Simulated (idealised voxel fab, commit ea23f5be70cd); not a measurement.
process module | voxel gate over fins
Shown is cross-section cut, with a width of 295 nm and square cells of size 5 nm.
Square cells in a grid make up a cross-section in this document, and the grid is given as bands, listed from the top down, each one or more rows of cells. Band: top and bottom heights (nm) first, top before bottom; then materials from left to right, widths in nm. "throughout" marks a sole material filling the band edge to edge. "empty" denotes empty space. Note: height 0 marks the level under which the wafer is uniformly one material as received. Lowest band unbounded below, written "0..down". Width "30->40": first value at the band's top row of cells, second value at its bottom row, equal change from row to row. Given "identical to before" for a step, no cell of the cross-section differs between before and after that step. Non-vented voids: empty space of 8 cells or more with no open way to the top, each as width x height at its distance from the left edge, in nm. On each step's line, the part that comes after the settings is the simulator's own comment on the step. Regarding "overlay nm": on a step with a mask, it is the distance the mask lay to the right of its planned place; a negative value places it to the left.
Set out below are the planned steps of the process:
| 1 | RECEIVE, material Si |
| 2 | CONFORMAL_DEP, material SiN, thk nm 10 |
| 3 | DIRECTIONAL_DEP, material aC, thk nm 15 |
| 4 | PATTERN, tone cover, mask id FINS, material resist, width nm 15, pitch nm 60, thk nm 30, overlay nm 0 |
| 5 | DIRECTIONAL_ETCH, etch materials aC, depth nm 15 |
| 6 | STRIP, etch materials resist |
| 7 | DIRECTIONAL_ETCH, etch materials SiN, depth nm 10 |
| 8 | DIRECTIONAL_ETCH, etch materials Si, depth nm 35 |
| 9 | STRIP, etch materials aC |
| 10 | FILL_DEP, material SiO2, thk nm 15 |
| 11 | CMP, height nm 10 |
| 12 | DIRECTIONAL_DEP, material aC, thk nm 15 |
| 13 | PATTERN, tone open, mask id RAIL, material resist, width nm 15, thk nm 30, overlay nm 0 |
| 14 | DIRECTIONAL_ETCH, etch materials aC, depth nm 15 |
| 15 | STRIP, etch materials resist |
| 16 | DIRECTIONAL_ETCH, etch materials SiO2, depth nm 40 |
| 17 | STRIP, etch materials aC |
| 18 | CONFORMAL_DEP, material TiN, thk nm 5 |
| 19 | FILL_DEP, material W, thk nm 10 |
| 20 | CMP, height nm 10 |
| 21 | SELECTIVE_ETCH, etch materials W Ru TiN, depth nm 25 |
| 22 | FILL_DEP, material SiO2, thk nm 5 |
| 23 | CMP, height nm 10 |
| 24 | SELECTIVE_ETCH, etch materials SiO2, depth nm 20 |
| 25 | STRIP, etch materials SiN |
| 26 | CONFORMAL_DEP, material HfO2, thk nm 5 |
| 27 | CONFORMAL_DEP, material TiN, thk nm 5 |
| 28 | CONFORMAL_DEP, material TiAl, thk nm 5 |
| 29 | CONFORMAL_DEP, material TiN, thk nm 5 |
| 30 | FILL_DEP, material W, thk nm 10 |
| 31 | CMP, height nm 25 |
| 32 | CONFORMAL_DEP, material SiCN, thk nm 5 |
As-received state of the wafer in cross-section, equivalent to post-step 1:
> 0..down | Si throughout
> Non-vented voids: none
Figure: cross-sectional view of the wafer upon completion of the module, processed from the initial state and according to the plan depicted above, with one error introduced during execution:
> 30..25 | SiCN throughout
> 25..20 | W throughout
> 20..15 | 90 W, 55 TiAl, 5 W, 55 TiAl, 90 W
> 15..10 | 90 W, 5 TiAl, 45 TiN, 5 TiAl, 5 W, 5 TiAl, 45 TiN, 5 TiAl, 90 W
> 10..5 | 95 TiAl, 45 TiN, 15 TiAl, 45 TiN, 95 TiAl
> 5..0 | 105 TiN, 25 HfO2, 35 TiN, 25 HfO2, 105 TiN
> 0..-5 | 105 TiN, 5 HfO2, 15 Si, 5 HfO2, 35 TiN, 5 HfO2, 15 Si, 5 HfO2, 105 TiN
> -5..-10 | 110 HfO2, 15 Si, 45 HfO2, 15 Si, 110 HfO2
> -10..-15 | 110 SiO2, 15 Si, 45 SiO2, 15 Si, 110 SiO2
> -15..-25 | 110 SiO2, 15 Si, 15 SiO2, 5 TiN, 5 W, 5 TiN, 15 SiO2, 15 Si, 110 SiO2
> -25..-30 | 110 SiO2, 15 Si, 15 SiO2, 15 TiN, 15 SiO2, 15 Si, 110 SiO2
> -30..-35 | 110 SiO2, 15 Si, 45 SiO2, 15 Si, 110 SiO2
> -35..down | Si throughout
> Non-vented voids: none
Diagnosis: steps 28 and 29 of the plan were run in the wrong order, each in the other's place
